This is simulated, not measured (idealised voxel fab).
Documented hereafter: the process module known as voxel wiring stack.
This is section cut - it's 280 nm across, gridded in 5 nm square cells.
Throughout this document, each cross-section is represented as a grid of square cells and is presented as a sequence of bands enumerated from the top downward, where a band comprises one or more rows of cells.
Top height, bottom height, nm. Materials left to right, width each, nm. Single material + "everywhere" = fills band edge to edge. "blank" = empty.
Below 0: as-received wafer, all one material; heights counted from there. Lowest band: no bottom, goes on down, written "0 nm and below".
Read "30 to 40" as a graded width: first number on top, second number at the bottom, same change between each pair of neighbouring rows.
You'll sometimes find "stayed the same" written for a step, and that's the way of saying that nowhere in the cross-section did a cell change during that step.
What "Internal closed voids" gives you is every empty space of 8 cells or more that is cut off from the top. Each appears as width x height at distance, with the distance taken from the left edge and width, height and distance all in nm.
Text after the settings on a step's line: the simulator's own remark on that step.
If you see "overlay nm" on a step's line and that step has a mask, it's telling you how far right of where it was planned the mask ended up; a negative number means it went left instead.
## Here's what the planned process steps look like
| 1 | RECEIVE with material Si |
| 2 | CONFORMAL_DEP with material SiO2, thk nm 10 |
| 3 | CONFORMAL_DEP with material SiN, thk nm 5 |
| 4 | DIRECTIONAL_DEP with material lowk, thk nm 15 |
| 5 | PATTERN with tone open, mask id METAL_1, material resist, width nm 20, pitch nm 35, thk nm 15, overlay nm 0 |
| 6 | DIRECTIONAL_ETCH with etch materials lowk, depth nm 15 |
| 7 | DIRECTIONAL_ETCH with etch materials SiN, depth nm 5 |
| 8 | STRIP with etch materials resist |
| 9 | CONFORMAL_DEP with material TiN, thk nm 5 |
| 10 | FILL_DEP with material Ru, thk nm 5 |
| 11 | CMP with height nm 30 |
| 12 | CONFORMAL_DEP with material SiCN, thk nm 5 |
| 13 | DIRECTIONAL_DEP with material lowk, thk nm 30 |
| 14 | PATTERN with tone open, mask id METAL_2_HOLES, material resist, width nm 15, pitch nm 35, thk nm 20, overlay nm 0 |
| 15 | DIRECTIONAL_ETCH with etch materials lowk, depth nm 30 |
| 16 | STRIP with etch materials resist |
| 17 | DIRECTIONAL_DEP with material aC, thk nm 10 |
| 18 | PATTERN with tone open, mask id METAL_2, material resist, width nm 20, pitch nm 35, thk nm 30, overlay nm 0 |
| 19 | DIRECTIONAL_ETCH with etch materials aC, depth nm 10 |
| 20 | STRIP with etch materials resist |
| 21 | DIRECTIONAL_ETCH with etch materials lowk, depth nm 20 |
| 22 | DIRECTIONAL_ETCH with etch materials SiCN, depth nm 5 |
| 23 | STRIP with etch materials aC |
| 24 | CONFORMAL_DEP with material TiN, thk nm 5 |
| 25 | FILL_DEP with material Cu, thk nm 10 |
| 26 | CMP with height nm 65 |
| 27 | CONFORMAL_DEP with material SiCN, thk nm 5 |
| 28 | DIRECTIONAL_DEP with material SiO2, thk nm 15 |
| 29 | MASKED_ETCH with tone open, mask id PLUG_2, width nm 15, pitch nm 35, etch materials SiO2, depth nm 15, overlay nm 0 |
| 30 | MASKED_ETCH with tone open, mask id PLUG_2, width nm 15, pitch nm 35, etch materials SiCN, depth nm 5, overlay nm 0 |
| 31 | CONFORMAL_DEP with material TiN, thk nm 5 |
| 32 | FILL_DEP with material W, thk nm 5 |
| 33 | CMP with height nm 85 |
| 34 | CONFORMAL_DEP with material SiN, thk nm 5 |
| 35 | DIRECTIONAL_DEP with material SiO2, thk nm 15 |
| 36 | MASKED_ETCH with tone open, mask id METAL_3, width nm 20, pitch nm 35, etch materials SiO2, depth nm 15, overlay nm 0 |
| 37 | MASKED_ETCH with tone open, mask id METAL_3, width nm 20, pitch nm 35, etch materials SiN, depth nm 5, overlay nm 0 |
| 38 | CONFORMAL_DEP with material TiN, thk nm 5 |
| 39 | FILL_DEP with material Ru, thk nm 10 |
| 40 | CMP with height nm 105 |
| 41 | CONFORMAL_DEP with material SiCN, thk nm 5 |
| 42 | DIRECTIONAL_DEP with material lowk, thk nm 30 |
| 43 | MASKED_ETCH with tone open, mask id METAL_4, width nm 20, pitch nm 35, etch materials lowk, depth nm 15, overlay nm 0 |
| 44 | MASKED_ETCH with tone open, mask id METAL_4_HOLES, width nm 15, pitch nm 70, etch materials lowk, depth nm 15, overlay nm 0 |
| 45 | MASKED_ETCH with tone open, mask id METAL_4_HOLES, width nm 15, pitch nm 70, etch materials SiCN, depth nm 5, overlay nm 0 |
| 46 | CONFORMAL_DEP with material TiN, thk nm 5 |
| 47 | FILL_DEP with material Ru, thk nm 5 |
| 48 | CMP with height nm 140 |
| 49 | CONFORMAL_DEP with material SiN, thk nm 5 |
## Here's what the wafer looked like in cross-section when it arrived - that's after step 1
* 0 nm and below | Si everywhere
* Internal closed voids: none
## As-planned run: cross-section of the first of two wafers at end of module
* 145 nm to 140 nm | SiN everywhere
* 140 nm to 130 nm | 95 lowk; 5 TiN; 10 Ru; 5 TiN; 15 lowk; 5 TiN; 10 Ru; 5 TiN; 15 lowk; 5 TiN; 10 Ru; 5 TiN; 95 lowk
* 130 nm to 125 nm | 95 lowk; 5 TiN; 5 Ru; 10 TiN; 15 lowk; 20 TiN; 15 lowk; 5 TiN; 5 Ru; 10 TiN; 95 lowk
* 125 nm to 110 nm | 95 lowk; 5 TiN; 5 Ru; 5 TiN; 55 lowk; 5 TiN; 5 Ru; 5 TiN; 100 lowk
* 110 nm to 105 nm | 95 SiCN; 15 TiN; 55 SiCN; 15 TiN; 100 SiCN
* 105 nm to 90 nm | 95 SiO2; 5 TiN; 10 Ru; 5 TiN; 15 SiO2; 5 TiN; 10 Ru; 5 TiN; 15 SiO2; 5 TiN; 10 Ru; 5 TiN; 95 SiO2
* 90 nm to 85 nm | 95 SiN; 20 TiN; 15 SiN; 20 TiN; 15 SiN; 20 TiN; 95 SiN
* 85 nm to 70 nm | 95 SiO2; 5 TiN; 5 W; 5 TiN; 20 SiO2; 5 TiN; 5 W; 5 TiN; 20 SiO2; 5 TiN; 5 W; 5 TiN; 100 SiO2
* 70 nm to 65 nm | 95 SiCN; 15 TiN; 20 SiCN; 15 TiN; 20 SiCN; 15 TiN; 100 SiCN
* 65 nm to 50 nm | 95 lowk; 5 TiN; 10 Cu; 5 TiN; 15 lowk; 5 TiN; 10 Cu; 5 TiN; 15 lowk; 5 TiN; 10 Cu; 5 TiN; 95 lowk
* 50 nm to 45 nm | 95 lowk; 5 TiN; 5 Cu; 10 TiN; 15 lowk; 5 TiN; 5 Cu; 10 TiN; 15 lowk; 5 TiN; 5 Cu; 10 TiN; 95 lowk
* 45 nm to 35 nm | 95 lowk; 5 TiN; 5 Cu; 5 TiN; 20 lowk; 5 TiN; 5 Cu; 5 TiN; 20 lowk; 5 TiN; 5 Cu; 5 TiN; 100 lowk
* 35 nm to 30 nm | 95 SiCN; 15 TiN; 20 SiCN; 15 TiN; 20 SiCN; 15 TiN; 100 SiCN
* 30 nm to 15 nm | 95 lowk; 5 TiN; 10 Ru; 5 TiN; 15 lowk; 5 TiN; 10 Ru; 5 TiN; 15 lowk; 5 TiN; 10 Ru; 5 TiN; 95 lowk
* 15 nm to 10 nm | 95 SiN; 20 TiN; 15 SiN; 20 TiN; 15 SiN; 20 TiN; 95 SiN
* 10 nm to 0 nm | SiO2 everywhere
* 0 nm and below | Si everywhere
* Internal closed voids: none
## Cross-section at end of module for the second wafer of two, which matched the first in starting point and plan and differed by one mistake in its processing
* 145 nm to 140 nm | SiN everywhere
* 140 nm to 130 nm | 95 lowk; 5 TiN; 10 Ru; 5 TiN; 15 lowk; 5 TiN; 10 Ru; 5 TiN; 15 lowk; 5 TiN; 10 Ru; 5 TiN; 95 lowk
* 130 nm to 125 nm | 95 lowk; 5 TiN; 5 Ru; 10 TiN; 15 lowk; 20 TiN; 15 lowk; 5 TiN; 5 Ru; 10 TiN; 95 lowk
* 125 nm to 110 nm | 95 lowk; 5 TiN; 5 Ru; 5 TiN; 55 lowk; 5 TiN; 5 Ru; 5 TiN; 100 lowk
* 110 nm to 105 nm | 95 SiCN; 15 TiN; 55 SiCN; 15 TiN; 100 SiCN
* 105 nm to 90 nm | 95 SiO2; 5 TiN; 10 Ru; 5 TiN; 15 SiO2; 5 TiN; 10 Ru; 5 TiN; 15 SiO2; 5 TiN; 10 Ru; 5 TiN; 95 SiO2
* 90 nm to 85 nm | 95 SiN; 20 TiN; 15 SiN; 20 TiN; 15 SiN; 20 TiN; 95 SiN
* 85 nm to 80 nm | 95 SiCN; 15 TiN; 20 SiCN; 15 TiN; 20 SiCN; 15 TiN; 100 SiCN
* 80 nm to 65 nm | SiO2 everywhere
* 65 nm to 50 nm | 95 lowk; 5 TiN; 10 Cu; 5 TiN; 15 lowk; 5 TiN; 10 Cu; 5 TiN; 15 lowk; 5 TiN; 10 Cu; 5 TiN; 95 lowk
* 50 nm to 45 nm | 95 lowk; 5 TiN; 5 Cu; 10 TiN; 15 lowk; 5 TiN; 5 Cu; 10 TiN; 15 lowk; 5 TiN; 5 Cu; 10 TiN; 95 lowk
* 45 nm to 35 nm | 95 lowk; 5 TiN; 5 Cu; 5 TiN; 20 lowk; 5 TiN; 5 Cu; 5 TiN; 20 lowk; 5 TiN; 5 Cu; 5 TiN; 100 lowk
* 35 nm to 30 nm | 95 SiCN; 15 TiN; 20 SiCN; 15 TiN; 20 SiCN; 15 TiN; 100 SiCN
* 30 nm to 15 nm | 95 lowk; 5 TiN; 10 Ru; 5 TiN; 15 lowk; 5 TiN; 10 Ru; 5 TiN; 15 lowk; 5 TiN; 10 Ru; 5 TiN; 95 lowk
* 15 nm to 10 nm | 95 SiN; 20 TiN; 15 SiN; 20 TiN; 15 SiN; 20 TiN; 95 SiN
* 10 nm to 0 nm | SiO2 everywhere
* 0 nm and below | Si everywhere
* Internal closed voids: none
In executing the process, a mistake was made relative to the plan: steps 27 and 28 run out of order (swapped)
The closing comparison, in cells, has the second wafer with more or fewer of some materials than the first: +27 SiO2; -18 TiN; -9 W
